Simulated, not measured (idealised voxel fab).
process module | voxel quadruple lines
cross-section cut | 180 nm wide | cells 5 nm
A cross-section is a grid of square cells, given in bands from the top down. A band is one or more rows of cells.
Each band's line starts with the height of the band's top and of its bottom, in nm. Then come its materials from left to right, each with its width in nm. One material with "throughout" fills the band from edge to edge. "air" is empty space.
Height 0 is the level under which the wafer as received is all one material. The lowest band goes on downwards, as in "0 down".
A width such as "30 to 40" changes by the same amount from each row of cells to the next, from the band's top row to its bottom row.
"no change" after a step means that no cell of the cross-section changed.
closed voids: empty space of 8 cells or more with no open way to the top, each as width x height at its distance from the left edge, in nm
after a step's settings: what the simulator itself notes on the step
overlay nm, on a step with a mask: how far to the right of its planned place the mask lay; to the left if negative
plan
1 op RECEIVE | material Si
2 op CONFORMAL_DEP | material Al2O3 | thk nm 5
3 op DIRECTIONAL_DEP | material TiN | thk nm 10
4 op DIRECTIONAL_DEP | material polySi | thk nm 15
5 op DIRECTIONAL_DEP | material aC | thk nm 25
6 op PATTERN | tone cover | mask id MANDREL | material resist | width nm 25 | thk nm 35 | overlay nm 0
7 op DIRECTIONAL_ETCH | etch materials aC | depth nm 25
8 op STRIP | etch materials resist
9 op CONFORMAL_DEP | material SiO2 | thk nm 15
10 op DIRECTIONAL_ETCH | etch materials SiO2 | depth nm 15
11 op STRIP | etch materials aC
12 op DIRECTIONAL_ETCH | etch materials polySi | depth nm 15
13 op STRIP | etch materials SiO2
14 op CONFORMAL_DEP | material SiCN | thk nm 5
15 op DIRECTIONAL_ETCH | etch materials SiCN | depth nm 5
16 op STRIP | etch materials polySi
17 op DIRECTIONAL_ETCH | etch materials TiN | depth nm 10
18 op STRIP | etch materials SiCN
as received, after step 1
  0 down: Si throughout
  closed voids: none
a wafer at the end: this start, this plan, one mistake
  15 to 5: aC throughout
  5 to 0: Al2O3 throughout
  0 down: Si throughout
  closed voids: none
what went wrong: step 3 ran as: op DIRECTIONAL_DEP | material aC | thk nm 10
